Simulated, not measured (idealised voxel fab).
The process module presented herein is designated voxel wiring stack.
cross-section cut | 235 nm wide | cells 5 nm
The cross-sections in this document take the form of a grid made of square cells. They are written out as bands, in order from top to bottom. Each band consists of one or more rows of cells. Read a band's entry like this: the first values are the height of its top and the height of its bottom in nm, and what follows is the sequence of materials from left to right, each with its width in nm. Note that "blank" is empty space, and that a single material marked "everywhere" reaches across the band from edge to edge. We count height from 0. Below that, the starting wafer is all one material. The lowest band never ends at the bottom but goes on down; see "0 nm and below" for how that is written. With a width like "30->40", each row of cells in the band differs from the next by the same amount, the top row carrying the first number and the bottom row the second. "no modifications" means the step left every cell of the cross-section as it was. What "Voids lacking openings" gives you is every empty space of 8 cells or more that is cut off from the top. Each appears as width x height at distance, with the distance taken from the left edge and width, height and distance all in nm. Formally, on a step line, whatever follows the settings is a remark that the simulator itself makes on the step. A step's line can hold "overlay nm"; with a mask on that step, the setting says how far right of the planned place the mask lay, while a negative setting says it lay to the left.

Planned process steps
1) op RECEIVE | material Si
2) op CONFORMAL_DEP | material SiO2 | thk nm 15
3) op DIRECTIONAL_DEP | material TiN | thk nm 5
4) op DIRECTIONAL_DEP | material Ru | thk nm 25
5) op MASKED_ETCH | tone cover | mask id METAL_1 | width nm 20 | pitch nm 45 | etch materials Ru | depth nm 25 | overlay nm 0
6) op MASKED_ETCH | tone cover | mask id METAL_1 | width nm 20 | pitch nm 45 | etch materials TiN | depth nm 5 | overlay nm 0
7) op FILL_DEP | material SiO2 | thk nm 10
8) op CMP | height nm 45
9) op CONFORMAL_DEP | material SiCN | thk nm 5
10) op DIRECTIONAL_DEP | material lowk | thk nm 10
11) op DIRECTIONAL_DEP | material aC | thk nm 15
12) op PATTERN | tone open | mask id PLUG_1 | material resist | width nm 15 | pitch nm 90 | thk nm 35 | overlay nm 0
13) op DIRECTIONAL_ETCH | etch materials aC | depth nm 15
14) op STRIP | etch materials resist
15) op DIRECTIONAL_ETCH | etch materials lowk | depth nm 10
16) op DIRECTIONAL_ETCH | etch materials SiCN | depth nm 5
17) op STRIP | etch materials aC
18) op CONFORMAL_DEP | material TiN | thk nm 5
19) op FILL_DEP | material Cu | thk nm 10
20) op CMP | height nm 60
21) op DIRECTIONAL_DEP | material TiN | thk nm 5
22) op DIRECTIONAL_DEP | material W | thk nm 15
23) op MASKED_ETCH | tone cover | mask id METAL_2 | width nm 20 | pitch nm 45 | etch materials W | depth nm 15 | overlay nm 0
24) op MASKED_ETCH | tone cover | mask id METAL_2 | width nm 20 | pitch nm 45 | etch materials TiN | depth nm 5 | overlay nm 0
25) op CONFORMAL_DEP | material SiCN | thk nm 5
26) op FILL_DEP | material lowk | thk nm 10
27) op CMP | height nm 80
28) op CONFORMAL_DEP | material SiN | thk nm 5

First wafer out of two, processed as planned

Delivered wafer in cross-section: state after step 1
	0 nm and below  Si everywhere
	Voids lacking openings: none

Cross-section through the wafer, step 2 finished
	15 nm to 0 nm  SiO2 everywhere
	No changes below 0.

Cross-section through the wafer, step 3 finished
	20 nm to 15 nm  TiN everywhere
	No changes below 15.

Cross-section through the wafer, step 4 finished
	45 nm to 20 nm  Ru everywhere
	No changes below 20.

Cross-section through the wafer, step 5 finished
	45 nm to 20 nm  blank (40) / Ru (20) / blank (25) / Ru (20) / blank (25) / Ru (20) / blank (25) / Ru (20) / blank (40)
	No changes below 20.

Cross-section through the wafer, step 6 finished
	45 nm to 20 nm  blank (40) / Ru (20) / blank (25) / Ru (20) / blank (25) / Ru (20) / blank (25) / Ru (20) / blank (40)
	20 nm to 15 nm  blank (40) / TiN (20) / blank (25) / TiN (20) / blank (25) / TiN (20) / blank (25) / TiN (20) / blank (40)
	No changes below 15.

Cross-section through the wafer, step 7 finished
	55 nm to 45 nm  SiO2 everywhere
	45 nm to 20 nm  SiO2 (40) / Ru (20) / SiO2 (25) / Ru (20) / SiO2 (25) / Ru (20) / SiO2 (25) / Ru (20) / SiO2 (40)
	20 nm to 15 nm  SiO2 (40) / TiN (20) / SiO2 (25) / TiN (20) / SiO2 (25) / TiN (20) / SiO2 (25) / TiN (20) / SiO2 (40)
	No changes below 15.

Cross-section through the wafer, step 8 finished
	45 nm to 20 nm  SiO2 (40) / Ru (20) / SiO2 (25) / Ru (20) / SiO2 (25) / Ru (20) / SiO2 (25) / Ru (20) / SiO2 (40)
	No changes below 20.

Cross-section through the wafer, step 9 finished
	50 nm to 45 nm  SiCN everywhere
	No changes below 45.

Cross-section through the wafer, step 10 finished
	60 nm to 50 nm  lowk everywhere
	No changes below 50.

Cross-section through the wafer, step 11 finished
	75 nm to 60 nm  aC everywhere
	No changes below 60.

Cross-section through the wafer, step 12 finished
	110 nm to 75 nm  resist (40) / blank (15) / resist (75) / blank (15) / resist (90)
	No changes below 75.

Cross-section through the wafer, step 13 finished
	95 nm to 75 nm  resist (40) / blank (15) / resist (75) / blank (15) / resist (90)
	75 nm to 60 nm  aC (40) / blank (15) / aC (75) / blank (15) / aC (90)
	No changes below 60.

Cross-section through the wafer, step 14 finished
	75 nm to 60 nm  aC (40) / blank (15) / aC (75) / blank (15) / aC (90)
	No changes below 60.

Cross-section through the wafer, step 15 finished
	75 nm to 60 nm  aC (40) / blank (15) / aC (75) / blank (15) / aC (90)
	60 nm to 50 nm  lowk (40) / blank (15) / lowk (75) / blank (15) / lowk (90)
	No changes below 50.

Cross-section through the wafer, step 16 finished
	75 nm to 60 nm  aC (40) / blank (15) / aC (75) / blank (15) / aC (90)
	60 nm to 50 nm  lowk (40) / blank (15) / lowk (75) / blank (15) / lowk (90)
	50 nm to 45 nm  SiCN (40) / blank (15) / SiCN (75) / blank (15) / SiCN (90)
	No changes below 45.

Cross-section through the wafer, step 17 finished
	60 nm to 50 nm  lowk (40) / blank (15) / lowk (75) / blank (15) / lowk (90)
	No changes below 50.

Cross-section through the wafer, step 18 finished
	65 nm to 60 nm  TiN (45) / blank (5) / TiN (85) / blank (5) / TiN (95)
	60 nm to 50 nm  lowk (40) / TiN (5) / blank (5) / TiN (5) / lowk (75) / TiN (5) / blank (5) / TiN (5) / lowk (90)
	50 nm to 45 nm  SiCN (40) / TiN (15) / SiCN (75) / TiN (15) / SiCN (90)
	No changes below 45.

Cross-section through the wafer, step 19 finished
	75 nm to 65 nm  Cu everywhere
	65 nm to 60 nm  TiN (45) / Cu (5) / TiN (85) / Cu (5) / TiN (95)
	60 nm to 50 nm  lowk (40) / TiN (5) / Cu (5) / TiN (5) / lowk (75) / TiN (5) / Cu (5) / TiN (5) / lowk (90)
	No changes below 50.

Cross-section through the wafer, step 20 finished
	60 nm to 50 nm  lowk (40) / TiN (5) / Cu (5) / TiN (5) / lowk (75) / TiN (5) / Cu (5) / TiN (5) / lowk (90)
	No changes below 50.

Cross-section through the wafer, step 21 finished
	65 nm to 60 nm  TiN everywhere
	No changes below 60.

Cross-section through the wafer, step 22 finished
	80 nm to 65 nm  W everywhere
	No changes below 65.

Cross-section through the wafer, step 23 finished
	80 nm to 65 nm  blank (40) / W (20) / blank (25) / W (20) / blank (25) / W (20) / blank (25) / W (20) / blank (40)
	No changes below 65.

Cross-section through the wafer, step 24 finished
	80 nm to 65 nm  blank (40) / W (20) / blank (25) / W (20) / blank (25) / W (20) / blank (25) / W (20) / blank (40)
	65 nm to 60 nm  blank (40) / TiN (20) / blank (25) / TiN (20) / blank (25) / TiN (20) / blank (25) / TiN (20) / blank (40)
	No changes below 60.

Cross-section through the wafer, step 25 finished
	85 nm to 80 nm  blank (35) / SiCN (30) / blank (15) / SiCN (30) / blank (15) / SiCN (30) / blank (15) / SiCN (30) / blank (35)
	80 nm to 65 nm  blank (35) / SiCN (5) / W (20) / SiCN (5) / blank (15) / SiCN (5) / W (20) / SiCN (5) / blank (15) / SiCN (5) / W (20) / SiCN (5) / blank (15) / SiCN (5) / W (20) / SiCN (5) / blank (35)
	65 nm to 60 nm  SiCN (40) / TiN (20) / SiCN (25) / TiN (20) / SiCN (25) / TiN (20) / SiCN (25) / TiN (20) / SiCN (40)
	No changes below 60.

Cross-section through the wafer, step 26 finished
	95 nm to 85 nm  lowk everywhere
	85 nm to 80 nm  lowk (35) / SiCN (30) / lowk (15) / SiCN (30) / lowk (15) / SiCN (30) / lowk (15) / SiCN (30) / lowk (35)
	80 nm to 65 nm  lowk (35) / SiCN (5) / W (20) / SiCN (5) / lowk (15) / SiCN (5) / W (20) / SiCN (5) / lowk (15) / SiCN (5) / W (20) / SiCN (5) / lowk (15) / SiCN (5) / W (20) / SiCN (5) / lowk (35)
	No changes below 65.

Cross-section through the wafer, step 27 finished
	80 nm to 65 nm  lowk (35) / SiCN (5) / W (20) / SiCN (5) / lowk (15) / SiCN (5) / W (20) / SiCN (5) / lowk (15) / SiCN (5) / W (20) / SiCN (5) / lowk (15) / SiCN (5) / W (20) / SiCN (5) / lowk (35)
	No changes below 65.

Cross-section through the wafer, step 28 finished
	85 nm to 80 nm  SiN everywhere
	No changes below 80.

Second of two: same start, same plan, one run error; steps up to and including 4 match the first

Cross-section, second wafer, at the end time the plan gives for step 5
	45 nm to 20 nm  blank (35) / Ru (20) / blank (25) / Ru (20) / blank (25) / Ru (20) / blank (25) / Ru (20) / blank (45)
	No changes below 20.

Cross-section, second wafer, at the end time the plan gives for step 6
	45 nm to 20 nm  blank (35) / Ru (20) / blank (25) / Ru (20) / blank (25) / Ru (20) / blank (25) / Ru (20) / blank (45)
	20 nm to 15 nm  blank (35) / TiN (25) / blank (20) / TiN (25) / blank (20) / TiN (25) / blank (20) / TiN (25) / blank (40)
	No changes below 15.

Cross-section, second wafer, at the end time the plan gives for step 7
	55 nm to 45 nm  SiO2 everywhere
	45 nm to 20 nm  SiO2 (35) / Ru (20) / SiO2 (25) / Ru (20) / SiO2 (25) / Ru (20) / SiO2 (25) / Ru (20) / SiO2 (45)
	20 nm to 15 nm  SiO2 (35) / TiN (25) / SiO2 (20) / TiN (25) / SiO2 (20) / TiN (25) / SiO2 (20) / TiN (25) / SiO2 (40)
	No changes below 15.

Cross-section, second wafer, at the end time the plan gives for step 8
	45 nm to 20 nm  SiO2 (35) / Ru (20) / SiO2 (25) / Ru (20) / SiO2 (25) / Ru (20) / SiO2 (25) / Ru (20) / SiO2 (45)
	No changes below 20.

Cross-section, second wafer, at the end time the plan gives for step 9
	50 nm to 45 nm  SiCN everywhere
	No changes below 45.

Cross-section, second wafer, at the end time the plan gives for step 10
	60 nm to 50 nm  lowk everywhere
	No changes below 50.

Cross-section, second wafer, at the end time the plan gives for step 11
	75 nm to 60 nm  aC everywhere
	No changes below 60.

Cross-section, second wafer, at the end time the plan gives for step 12
	110 nm to 75 nm  resist (40) / blank (15) / resist (75) / blank (15) / resist (90)
	No changes below 75.

Cross-section, second wafer, at the end time the plan gives for step 13
	95 nm to 75 nm  resist (40) / blank (15) / resist (75) / blank (15) / resist (90)
	75 nm to 60 nm  aC (40) / blank (15) / aC (75) / blank (15) / aC (90)
	No changes below 60.

Cross-section, second wafer, at the end time the plan gives for step 14
	75 nm to 60 nm  aC (40) / blank (15) / aC (75) / blank (15) / aC (90)
	No changes below 60.

Cross-section, second wafer, at the end time the plan gives for step 15
	75 nm to 60 nm  aC (40) / blank (15) / aC (75) / blank (15) / aC (90)
	60 nm to 50 nm  lowk (40) / blank (15) / lowk (75) / blank (15) / lowk (90)
	No changes below 50.

Cross-section, second wafer, at the end time the plan gives for step 16
	75 nm to 60 nm  aC (40) / blank (15) / aC (75) / blank (15) / aC (90)
	60 nm to 50 nm  lowk (40) / blank (15) / lowk (75) / blank (15) / lowk (90)
	50 nm to 45 nm  SiCN (40) / blank (15) / SiCN (75) / blank (15) / SiCN (90)
	No changes below 45.

Cross-section, second wafer, at the end time the plan gives for step 17
	60 nm to 50 nm  lowk (40) / blank (15) / lowk (75) / blank (15) / lowk (90)
	No changes below 50.

Cross-section, second wafer, at the end time the plan gives for step 18
	65 nm to 60 nm  TiN (45) / blank (5) / TiN (85) / blank (5) / TiN (95)
	60 nm to 50 nm  lowk (40) / TiN (5) / blank (5) / TiN (5) / lowk (75) / TiN (5) / blank (5) / TiN (5) / lowk (90)
	50 nm to 45 nm  SiCN (40) / TiN (15) / SiCN (75) / TiN (15) / SiCN (90)
	No changes below 45.

Cross-section, second wafer, at the end time the plan gives for step 19
	75 nm to 65 nm  Cu everywhere
	65 nm to 60 nm  TiN (45) / Cu (5) / TiN (85) / Cu (5) / TiN (95)
	60 nm to 50 nm  lowk (40) / TiN (5) / Cu (5) / TiN (5) / lowk (75) / TiN (5) / Cu (5) / TiN (5) / lowk (90)
	No changes below 50.

Cross-section, second wafer, at the end time the plan gives for step 20
	60 nm to 50 nm  lowk (40) / TiN (5) / Cu (5) / TiN (5) / lowk (75) / TiN (5) / Cu (5) / TiN (5) / lowk (90)
	No changes below 50.

Cross-section, second wafer, at the end time the plan gives for step 21
	65 nm to 60 nm  TiN everywhere
	No changes below 60.

Cross-section, second wafer, at the end time the plan gives for step 22
	80 nm to 65 nm  W everywhere
	No changes below 65.

Cross-section, second wafer, at the end time the plan gives for step 23
	80 nm to 65 nm  blank (40) / W (20) / blank (25) / W (20) / blank (25) / W (20) / blank (25) / W (20) / blank (40)
	No changes below 65.

Cross-section, second wafer, at the end time the plan gives for step 24
	80 nm to 65 nm  blank (40) / W (20) / blank (25) / W (20) / blank (25) / W (20) / blank (25) / W (20) / blank (40)
	65 nm to 60 nm  blank (40) / TiN (20) / blank (25) / TiN (20) / blank (25) / TiN (20) / blank (25) / TiN (20) / blank (40)
	No changes below 60.

Cross-section, second wafer, at the end time the plan gives for step 25
	85 nm to 80 nm  blank (35) / SiCN (30) / blank (15) / SiCN (30) / blank (15) / SiCN (30) / blank (15) / SiCN (30) / blank (35)
	80 nm to 65 nm  blank (35) / SiCN (5) / W (20) / SiCN (5) / blank (15) / SiCN (5) / W (20) / SiCN (5) / blank (15) / SiCN (5) / W (20) / SiCN (5) / blank (15) / SiCN (5) / W (20) / SiCN (5) / blank (35)
	65 nm to 60 nm  SiCN (40) / TiN (20) / SiCN (25) / TiN (20) / SiCN (25) / TiN (20) / SiCN (25) / TiN (20) / SiCN (40)
	No changes below 60.

Cross-section, second wafer, at the end time the plan gives for step 26
	95 nm to 85 nm  lowk everywhere
	85 nm to 80 nm  lowk (35) / SiCN (30) / lowk (15) / SiCN (30) / lowk (15) / SiCN (30) / lowk (15) / SiCN (30) / lowk (35)
	80 nm to 65 nm  lowk (35) / SiCN (5) / W (20) / SiCN (5) / lowk (15) / SiCN (5) / W (20) / SiCN (5) / lowk (15) / SiCN (5) / W (20) / SiCN (5) / lowk (15) / SiCN (5) / W (20) / SiCN (5) / lowk (35)
	No changes below 65.

Cross-section, second wafer, at the end time the plan gives for step 27
	80 nm to 65 nm  lowk (35) / SiCN (5) / W (20) / SiCN (5) / lowk (15) / SiCN (5) / W (20) / SiCN (5) / lowk (15) / SiCN (5) / W (20) / SiCN (5) / lowk (15) / SiCN (5) / W (20) / SiCN (5) / lowk (35)
	No changes below 65.

Cross-section, second wafer, at the end time the plan gives for step 28
	85 nm to 80 nm  SiN everywhere
	No changes below 80.
The mistake made against the process plan was this: step 5, actual vs plan mismatch, actual run op MASKED_ETCH | tone cover | mask id METAL_1 | width nm 20 | pitch nm 45 | etch materials Ru | depth nm 25 | overlay nm -5
Final cells, second wafer relative to first, materials higher or lower: 4 fewer of SiO2, 4 more of TiN
